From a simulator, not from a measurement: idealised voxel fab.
Title: Process Module voxel wiring stack
The cross-section on display is named cut; it measures 160 nm wide, and its cells are 5 nm squares.
A cross-section in this document is a grid of square cells, and it is written down as bands, the top band listed before the ones below it; a band is made up of one or more rows of cells. It is stipulated that each band's entry specify, in nanometres, the height of the top of the band and then that of its bottom, followed by the materials of the band in left-to-right sequence, each together with its width in nanometres. A single material marked by the word "edge to edge" is understood to fill the band from edge to edge; the word "air" is understood to denote empty space. It should be noted that heights are counted from 0, beneath which the wafer as supplied is of one material throughout, and that the lowest band possesses no lower boundary but continues downward, as written in "0 nm and below". Width spec "30->40" -> top row of cells at first value, bottom row at second value, equal per-row change in between. What does "everything unchanged" mean for a step? It means no cell of the cross-section changed in that step. For the entry "Completely enclosed voids", the listed items are empty spaces with no open way to the top whose size is 8 cells or more; each item follows the pattern width x height at distance, where distance is from the left edge and all three are in nm. Whatever follows a step's settings on its line is a remark the simulator itself makes about that step. The "overlay nm" setting may appear on a step's line; for a step that uses a mask, it gives how far to the right of its planned position the mask lay, and a negative value indicates the left.

-- The following list gives the planned process steps
1: RECEIVE [material Si]
2: CONFORMAL_DEP [material SiO2] [thk nm 15]
3: CONFORMAL_DEP [material SiCN] [thk nm 5]
4: DIRECTIONAL_DEP [material SiO2] [thk nm 15]
5: PATTERN [tone open] [mask id METAL_1] [material resist] [width nm 20] [pitch nm 35] [thk nm 15] [overlay nm 0]
6: DIRECTIONAL_ETCH [etch materials SiO2] [depth nm 15]
7: DIRECTIONAL_ETCH [etch materials SiCN] [depth nm 5]
8: STRIP [etch materials resist]
9: CONFORMAL_DEP [material TiN] [thk nm 5]
10: FILL_DEP [material Ru] [thk nm 5]
11: CMP [height nm 25]
12: EPI [material Ru] [thk nm 5]
13: FILL_DEP [material SiCN] [thk nm 5]
14: DIRECTIONAL_DEP [material lowk] [thk nm 30]
15: DIRECTIONAL_DEP [material aC] [thk nm 15]
16: PATTERN [tone open] [mask id METAL_2_HOLES] [material resist] [width nm 15] [pitch nm 35] [thk nm 30] [overlay nm 0]
17: DIRECTIONAL_ETCH [etch materials aC] [depth nm 15]
18: STRIP [etch materials resist]
19: DIRECTIONAL_ETCH [etch materials lowk] [depth nm 30]
20: STRIP [etch materials aC]
21: MASKED_ETCH [tone open] [mask id METAL_2] [width nm 20] [pitch nm 35] [etch materials lowk] [depth nm 20] [overlay nm 0]
22: MASKED_ETCH [tone open] [mask id METAL_2] [width nm 20] [pitch nm 35] [etch materials SiCN] [depth nm 5] [overlay nm 0]
23: CONFORMAL_DEP [material TiN] [thk nm 5]
24: FILL_DEP [material Cu] [thk nm 10]
25: CMP [height nm 75]
26: CONFORMAL_DEP [material SiN] [thk nm 5]
It is noted that the wafers described herein are identical at the outset and are distinguished by the height nm of step 11; the value stated in the plan corresponds to the first wafer.

-- Cross-section of the first of several wafers as received (after step 1)
    0 nm and below | Si edge to edge
    Completely enclosed voids: none

-- Wafer rows, end of module: cells per material gained (+) or lost (-) since receipt; closed voids last
height nm 25; +54 Cu; +16 Ru; +70 SiCN; +32 SiN; +120 SiO2; +72 TiN; +148 lowk; Completely enclosed voids: none
height nm 30; +22 Cu; +20 Ru; +70 SiCN; +32 SiN; +144 SiO2; +76 TiN; +148 lowk; Completely enclosed voids: none
height nm 35; +18 Cu; +24 Ru; +70 SiCN; +32 SiN; +168 SiO2; +52 TiN; +148 lowk; Completely enclosed voids: none
height nm 40; +14 Cu; +48 Ru; +50 SiCN; +32 SiN; +168 SiO2; +76 TiN; +124 lowk; Completely enclosed voids: none
height nm 45; +10 Cu; +80 Ru; +50 SiCN; +32 SiN; +168 SiO2; +72 TiN; +100 lowk; Completely enclosed voids: none
